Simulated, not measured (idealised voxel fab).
Proc. module: voxel capacitor over wiring
In the cross-section labelled cut, the width is 175 nm and each square cell is 5 nm.
Square cells in a grid make up a cross-section in this document, and the grid is given as bands, listed from the top down, each one or more rows of cells. Heights first: top, then bottom, in nm. Then materials, left to right, each with a width in nm. "edge to edge" on a single material: fills the band edge to edge. "air": empty space. It should be noted that heights are counted from 0, beneath which the wafer as supplied is of one material throughout, and that the lowest band possesses no lower boundary but continues downward, as written in "from 0 down". With a width like "30->40", each row of cells in the band differs from the next by the same amount, the top row carrying the first number and the bottom row the second. The designation "changes: none", where it is given for a processing step, indicates that no cell of the cross-section was altered in the course of that step. In "Fully sealed voids" the enclosed voids are listed, meaning empty spaces of 8 cells or larger without any opening to the top. The form is width x height at distance, distance from the left edge, units nm. Where a step's line continues beyond its settings, the continuation is a remark by the simulator itself on that step. The "overlay nm" setting may appear on a step's line; for a step that uses a mask, it gives how far to the right of its planned position the mask lay, and a negative value indicates the left.
Listed below are the process steps as planned:
step 1: RECEIVE: material Si
step 2: CONFORMAL_DEP: material SiO2, thk nm 10
step 3: CONFORMAL_DEP: material SiCN, thk nm 5
step 4: DIRECTIONAL_DEP: material lowk, thk nm 15
step 5: PATTERN: tone open, mask id METAL_1, material resist, width nm 20, pitch nm 90, thk nm 15, overlay nm 0
step 6: DIRECTIONAL_ETCH: etch materials lowk, depth nm 15
step 7: DIRECTIONAL_ETCH: etch materials SiCN, depth nm 5
step 8: STRIP: etch materials resist
step 9: CONFORMAL_DEP: material TiN, thk nm 5
step 10: FILL_DEP: material Cu, thk nm 5
step 11: CMP: height nm 30
step 12: EPI: material Ru, thk nm 5
step 13: FILL_DEP: material SiCN, thk nm 5
step 14: DIRECTIONAL_DEP: material lowk, thk nm 15
step 15: DIRECTIONAL_DEP: material aC, thk nm 10
step 16: PATTERN: tone open, mask id PLUG_1, material resist, width nm 15, thk nm 25, overlay nm 0
step 17: DIRECTIONAL_ETCH: etch materials aC, depth nm 10
step 18: STRIP: etch materials resist
step 19: DIRECTIONAL_ETCH: etch materials lowk, depth nm 15
step 20: DIRECTIONAL_ETCH: etch materials SiCN, depth nm 5
step 21: STRIP: etch materials aC
step 22: CONFORMAL_DEP: material TiN, thk nm 5
step 23: FILL_DEP: material Ru, thk nm 5
step 24: CMP: height nm 55
step 25: DIRECTIONAL_DEP: material TiN, thk nm 5
step 26: DIRECTIONAL_DEP: material Al2O3, thk nm 5
step 27: DIRECTIONAL_DEP: material TiN, thk nm 10
step 28: MASKED_ETCH: tone cover, mask id UPPER_PLATE, width nm 75, etch materials TiN, depth nm 10, overlay nm 0
step 29: MASKED_ETCH: tone cover, mask id UPPER_PLATE, width nm 75, etch materials Al2O3, depth nm 5, overlay nm 0
step 30: MASKED_ETCH: tone cover, mask id LOWER_PLATE, width nm 85, etch materials TiN, depth nm 5, overlay nm 0
step 31: FILL_DEP: material SiO2, thk nm 20
step 32: CMP: height nm 90
step 33: MASKED_ETCH: tone open, mask id PLUG_2, width nm 15, etch materials SiO2, depth nm 15, overlay nm 0
step 34: CONFORMAL_DEP: material TiN, thk nm 5
step 35: FILL_DEP: material W, thk nm 10
step 36: CMP: height nm 90
step 37: CONFORMAL_DEP: material SiN, thk nm 5
The first wafer of two, processed as planned:
As received, after step 1:
from 0 down: Si edge to edge
Fully sealed voids: none
The following cross-section depicts the wafer upon completion of step 2:
from 10 to 0: SiO2 edge to edge
Below a height of 0, the structure has not been altered.
The following cross-section depicts the wafer upon completion of step 3:
from 15 to 10: SiCN edge to edge
Below a height of 10, the structure has not been altered.
The following cross-section depicts the wafer upon completion of step 4:
from 30 to 15: lowk edge to edge
Below a height of 15, the structure has not been altered.
The following cross-section depicts the wafer upon completion of step 5:
from 45 to 30: resist: 30; air: 20; resist: 70; air: 20; resist: 35
Below a height of 30, the structure has not been altered.
The following cross-section depicts the wafer upon completion of step 6:
from 45 to 30: resist: 30; air: 20; resist: 70; air: 20; resist: 35
from 30 to 15: lowk: 30; air: 20; lowk: 70; air: 20; lowk: 35
Below a height of 15, the structure has not been altered.
The following cross-section depicts the wafer upon completion of step 7:
from 45 to 30: resist: 30; air: 20; resist: 70; air: 20; resist: 35
from 30 to 15: lowk: 30; air: 20; lowk: 70; air: 20; lowk: 35
from 15 to 10: SiCN: 30; air: 20; SiCN: 70; air: 20; SiCN: 35
Below a height of 10, the structure has not been altered.
The following cross-section depicts the wafer upon completion of step 8:
from 30 to 15: lowk: 30; air: 20; lowk: 70; air: 20; lowk: 35
Below a height of 15, the structure has not been altered.
The following cross-section depicts the wafer upon completion of step 9:
from 35 to 30: TiN: 35; air: 10; TiN: 80; air: 10; TiN: 40
from 30 to 15: lowk: 30; TiN: 5; air: 10; TiN: 5; lowk: 70; TiN: 5; air: 10; TiN: 5; lowk: 35
from 15 to 10: SiCN: 30; TiN: 20; SiCN: 70; TiN: 20; SiCN: 35
Below a height of 10, the structure has not been altered.
The following cross-section depicts the wafer upon completion of step 10:
from 40 to 35: Cu edge to edge
from 35 to 30: TiN: 35; Cu: 10; TiN: 80; Cu: 10; TiN: 40
from 30 to 15: lowk: 30; TiN: 5; Cu: 10; TiN: 5; lowk: 70; TiN: 5; Cu: 10; TiN: 5; lowk: 35
Below a height of 15, the structure has not been altered.
The following cross-section depicts the wafer upon completion of step 11:
from 30 to 15: lowk: 30; TiN: 5; Cu: 10; TiN: 5; lowk: 70; TiN: 5; Cu: 10; TiN: 5; lowk: 35
Below a height of 15, the structure has not been altered.
The following cross-section depicts the wafer upon completion of step 12:
from 35 to 30: air: 25; Ru: 30; air: 60; Ru: 30; air: 30
Below a height of 30, the structure has not been altered.
The following cross-section depicts the wafer upon completion of step 13:
from 40 to 35: SiCN edge to edge
from 35 to 30: SiCN: 25; Ru: 30; SiCN: 60; Ru: 30; SiCN: 30
Below a height of 30, the structure has not been altered.
The following cross-section depicts the wafer upon completion of step 14:
from 55 to 40: lowk edge to edge
Below a height of 40, the structure has not been altered.
The following cross-section depicts the wafer upon completion of step 15:
from 65 to 55: aC edge to edge
Below a height of 55, the structure has not been altered.
The following cross-section depicts the wafer upon completion of step 16:
from 90 to 65: resist: 35; air: 15; resist: 125
Below a height of 65, the structure has not been altered.
The following cross-section depicts the wafer upon completion of step 17:
from 80 to 65: resist: 35; air: 15; resist: 125
from 65 to 55: aC: 35; air: 15; aC: 125
Below a height of 55, the structure has not been altered.
The following cross-section depicts the wafer upon completion of step 18:
from 65 to 55: aC: 35; air: 15; aC: 125
Below a height of 55, the structure has not been altered.
The following cross-section depicts the wafer upon completion of step 19:
from 65 to 55: aC: 35; air: 15; aC: 125
from 55 to 40: lowk: 35; air: 15; lowk: 125
Below a height of 40, the structure has not been altered.
The following cross-section depicts the wafer upon completion of step 20:
from 65 to 55: aC: 35; air: 15; aC: 125
from 55 to 40: lowk: 35; air: 15; lowk: 125
from 40 to 35: SiCN: 35; air: 15; SiCN: 125
Below a height of 35, the structure has not been altered.
The following cross-section depicts the wafer upon completion of step 21:
from 55 to 40: lowk: 35; air: 15; lowk: 125
Below a height of 40, the structure has not been altered.
The following cross-section depicts the wafer upon completion of step 22:
from 60 to 55: TiN: 40; air: 5; TiN: 130
from 55 to 40: lowk: 35; TiN: 5; air: 5; TiN: 5; lowk: 125
from 40 to 35: SiCN: 35; TiN: 15; SiCN: 125
Below a height of 35, the structure has not been altered.
The following cross-section depicts the wafer upon completion of step 23:
from 65 to 60: Ru edge to edge
from 60 to 55: TiN: 40; Ru: 5; TiN: 130
from 55 to 40: lowk: 35; TiN: 5; Ru: 5; TiN: 5; lowk: 125
Below a height of 40, the structure has not been altered.
The following cross-section depicts the wafer upon completion of step 24:
from 55 to 40: lowk: 35; TiN: 5; Ru: 5; TiN: 5; lowk: 125
Below a height of 40, the structure has not been altered.
The following cross-section depicts the wafer upon completion of step 25:
from 60 to 55: TiN edge to edge
Below a height of 55, the structure has not been altered.
The following cross-section depicts the wafer upon completion of step 26:
from 65 to 60: Al2O3 edge to edge
Below a height of 60, the structure has not been altered.
The following cross-section depicts the wafer upon completion of step 27:
from 75 to 65: TiN edge to edge
Below a height of 65, the structure has not been altered.
The following cross-section depicts the wafer upon completion of step 28:
from 75 to 65: air: 35; TiN: 75; air: 65
Below a height of 65, the structure has not been altered.
The following cross-section depicts the wafer upon completion of step 29:
from 75 to 65: air: 35; TiN: 75; air: 65
from 65 to 60: air: 35; Al2O3: 75; air: 65
Below a height of 60, the structure has not been altered.
The following cross-section depicts the wafer upon completion of step 30:
from 75 to 65: air: 35; TiN: 75; air: 65
from 65 to 60: air: 35; Al2O3: 75; air: 65
from 60 to 55: air: 30; TiN: 85; air: 60
Below a height of 55, the structure has not been altered.
The following cross-section depicts the wafer upon completion of step 31:
from 95 to 75: SiO2 edge to edge
from 75 to 65: SiO2: 35; TiN: 75; SiO2: 65
from 65 to 60: SiO2: 35; Al2O3: 75; SiO2: 65
from 60 to 55: SiO2: 30; TiN: 85; SiO2: 60
Below a height of 55, the structure has not been altered.
The following cross-section depicts the wafer upon completion of step 32:
from 90 to 75: SiO2 edge to edge
Below a height of 75, the structure has not been altered.
The following cross-section depicts the wafer upon completion of step 33:
from 90 to 75: SiO2: 45; air: 15; SiO2: 115
Below a height of 75, the structure has not been altered.
The following cross-section depicts the wafer upon completion of step 34:
from 95 to 90: TiN: 50; air: 5; TiN: 120
from 90 to 80: SiO2: 45; TiN: 5; air: 5; TiN: 5; SiO2: 115
from 80 to 75: SiO2: 45; TiN: 15; SiO2: 115
Below a height of 75, the structure has not been altered.
The following cross-section depicts the wafer upon completion of step 35:
from 105 to 95: W edge to edge
from 95 to 90: TiN: 50; W: 5; TiN: 120
from 90 to 80: SiO2: 45; TiN: 5; W: 5; TiN: 5; SiO2: 115
Below a height of 80, the structure has not been altered.
The following cross-section depicts the wafer upon completion of step 36:
from 90 to 80: SiO2: 45; TiN: 5; W: 5; TiN: 5; SiO2: 115
Below a height of 80, the structure has not been altered.
The following cross-section depicts the wafer upon completion of step 37:
from 95 to 90: SiN edge to edge
Below a height of 90, the structure has not been altered.
Wafer two. Same start, same plan, one slip in execution. Same as wafer one through step 1, inclusive:
Second wafer cross-section, taken as of the time the plan sets for step 2 to be done:
from 5 to 0: SiCN edge to edge
Below a height of 0, the structure has not been altered.
Second wafer cross-section, taken as of the time the plan sets for step 3 to be done:
from 15 to 5: SiO2 edge to edge
Below a height of 5, the structure has not been altered.
Second wafer cross-section, taken as of the time the plan sets for step 4 to be done:
from 30 to 15: lowk edge to edge
Below a height of 15, the structure has not been altered.
Second wafer cross-section, taken as of the time the plan sets for step 5 to be done:
from 45 to 30: resist: 30; air: 20; resist: 70; air: 20; resist: 35
Below a height of 30, the structure has not been altered.
Second wafer cross-section, taken as of the time the plan sets for step 6 to be done:
from 45 to 30: resist: 30; air: 20; resist: 70; air: 20; resist: 35
from 30 to 15: lowk: 30; air: 20; lowk: 70; air: 20; lowk: 35
Below a height of 15, the structure has not been altered.
Second wafer cross-section, taken as of the time the plan sets for step 7 to be done: changes: none
Second wafer cross-section, taken as of the time the plan sets for step 8 to be done:
from 30 to 15: lowk: 30; air: 20; lowk: 70; air: 20; lowk: 35
Below a height of 15, the structure has not been altered.
Second wafer cross-section, taken as of the time the plan sets for step 9 to be done:
from 35 to 30: TiN: 35; air: 10; TiN: 80; air: 10; TiN: 40
from 30 to 20: lowk: 30; TiN: 5; air: 10; TiN: 5; lowk: 70; TiN: 5; air: 10; TiN: 5; lowk: 35
from 20 to 15: lowk: 30; TiN: 20; lowk: 70; TiN: 20; lowk: 35
Below a height of 15, the structure has not been altered.
Second wafer cross-section, taken as of the time the plan sets for step 10 to be done:
from 40 to 35: Cu edge to edge
from 35 to 30: TiN: 35; Cu: 10; TiN: 80; Cu: 10; TiN: 40
from 30 to 20: lowk: 30; TiN: 5; Cu: 10; TiN: 5; lowk: 70; TiN: 5; Cu: 10; TiN: 5; lowk: 35
Below a height of 20, the structure has not been altered.
Second wafer cross-section, taken as of the time the plan sets for step 11 to be done:
from 30 to 20: lowk: 30; TiN: 5; Cu: 10; TiN: 5; lowk: 70; TiN: 5; Cu: 10; TiN: 5; lowk: 35
Below a height of 20, the structure has not been altered.
Second wafer cross-section, taken as of the time the plan sets for step 12 to be done:
from 35 to 30: air: 25; Ru: 30; air: 60; Ru: 30; air: 30
Below a height of 30, the structure has not been altered.
Second wafer cross-section, taken as of the time the plan sets for step 13 to be done:
from 40 to 35: SiCN edge to edge
from 35 to 30: SiCN: 25; Ru: 30; SiCN: 60; Ru: 30; SiCN: 30
Below a height of 30, the structure has not been altered.
Second wafer cross-section, taken as of the time the plan sets for step 14 to be done:
from 55 to 40: lowk edge to edge
Below a height of 40, the structure has not been altered.
Second wafer cross-section, taken as of the time the plan sets for step 15 to be done:
from 65 to 55: aC edge to edge
Below a height of 55, the structure has not been altered.
Second wafer cross-section, taken as of the time the plan sets for step 16 to be done:
from 90 to 65: resist: 35; air: 15; resist: 125
Below a height of 65, the structure has not been altered.
Second wafer cross-section, taken as of the time the plan sets for step 17 to be done:
from 80 to 65: resist: 35; air: 15; resist: 125
from 65 to 55: aC: 35; air: 15; aC: 125
Below a height of 55, the structure has not been altered.
Second wafer cross-section, taken as of the time the plan sets for step 18 to be done:
from 65 to 55: aC: 35; air: 15; aC: 125
Below a height of 55, the structure has not been altered.
Second wafer cross-section, taken as of the time the plan sets for step 19 to be done:
from 65 to 55: aC: 35; air: 15; aC: 125
from 55 to 40: lowk: 35; air: 15; lowk: 125
Below a height of 40, the structure has not been altered.
Second wafer cross-section, taken as of the time the plan sets for step 20 to be done:
from 65 to 55: aC: 35; air: 15; aC: 125
from 55 to 40: lowk: 35; air: 15; lowk: 125
from 40 to 35: SiCN: 35; air: 15; SiCN: 125
Below a height of 35, the structure has not been altered.
Second wafer cross-section, taken as of the time the plan sets for step 21 to be done:
from 55 to 40: lowk: 35; air: 15; lowk: 125
Below a height of 40, the structure has not been altered.
Second wafer cross-section, taken as of the time the plan sets for step 22 to be done:
from 60 to 55: TiN: 40; air: 5; TiN: 130
from 55 to 40: lowk: 35; TiN: 5; air: 5; TiN: 5; lowk: 125
from 40 to 35: SiCN: 35; TiN: 15; SiCN: 125
Below a height of 35, the structure has not been altered.
Second wafer cross-section, taken as of the time the plan sets for step 23 to be done:
from 65 to 60: Ru edge to edge
from 60 to 55: TiN: 40; Ru: 5; TiN: 130
from 55 to 40: lowk: 35; TiN: 5; Ru: 5; TiN: 5; lowk: 125
Below a height of 40, the structure has not been altered.
Second wafer cross-section, taken as of the time the plan sets for step 24 to be done:
from 55 to 40: lowk: 35; TiN: 5; Ru: 5; TiN: 5; lowk: 125
Below a height of 40, the structure has not been altered.
Second wafer cross-section, taken as of the time the plan sets for step 25 to be done:
from 60 to 55: TiN edge to edge
Below a height of 55, the structure has not been altered.
Second wafer cross-section, taken as of the time the plan sets for step 26 to be done:
from 65 to 60: Al2O3 edge to edge
Below a height of 60, the structure has not been altered.
Second wafer cross-section, taken as of the time the plan sets for step 27 to be done:
from 75 to 65: TiN edge to edge
Below a height of 65, the structure has not been altered.
Second wafer cross-section, taken as of the time the plan sets for step 28 to be done:
from 75 to 65: air: 35; TiN: 75; air: 65
Below a height of 65, the structure has not been altered.
Second wafer cross-section, taken as of the time the plan sets for step 29 to be done:
from 75 to 65: air: 35; TiN: 75; air: 65
from 65 to 60: air: 35; Al2O3: 75; air: 65
Below a height of 60, the structure has not been altered.
Second wafer cross-section, taken as of the time the plan sets for step 30 to be done:
from 75 to 65: air: 35; TiN: 75; air: 65
from 65 to 60: air: 35; Al2O3: 75; air: 65
from 60 to 55: air: 30; TiN: 85; air: 60
Below a height of 55, the structure has not been altered.
Second wafer cross-section, taken as of the time the plan sets for step 31 to be done:
from 95 to 75: SiO2 edge to edge
from 75 to 65: SiO2: 35; TiN: 75; SiO2: 65
from 65 to 60: SiO2: 35; Al2O3: 75; SiO2: 65
from 60 to 55: SiO2: 30; TiN: 85; SiO2: 60
Below a height of 55, the structure has not been altered.
Second wafer cross-section, taken as of the time the plan sets for step 32 to be done:
from 90 to 75: SiO2 edge to edge
Below a height of 75, the structure has not been altered.
Second wafer cross-section, taken as of the time the plan sets for step 33 to be done:
from 90 to 75: SiO2: 45; air: 15; SiO2: 115
Below a height of 75, the structure has not been altered.
Second wafer cross-section, taken as of the time the plan sets for step 34 to be done:
from 95 to 90: TiN: 50; air: 5; TiN: 120
from 90 to 80: SiO2: 45; TiN: 5; air: 5; TiN: 5; SiO2: 115
from 80 to 75: SiO2: 45; TiN: 15; SiO2: 115
Below a height of 75, the structure has not been altered.
Second wafer cross-section, taken as of the time the plan sets for step 35 to be done:
from 105 to 95: W edge to edge
from 95 to 90: TiN: 50; W: 5; TiN: 120
from 90 to 80: SiO2: 45; TiN: 5; W: 5; TiN: 5; SiO2: 115
Below a height of 80, the structure has not been altered.
Second wafer cross-section, taken as of the time the plan sets for step 36 to be done:
from 90 to 80: SiO2: 45; TiN: 5; W: 5; TiN: 5; SiO2: 115
Below a height of 80, the structure has not been altered.
Second wafer cross-section, taken as of the time the plan sets for step 37 to be done:
from 95 to 90: SiN edge to edge
Below a height of 90, the structure has not been altered.
what went wrong: steps 2 and 3 run out of order (swapped)
Final difference in cells, second wafer against first, listed per material as more or fewer: 4 fewer of Cu; 8 more of SiCN; 4 fewer of TiN
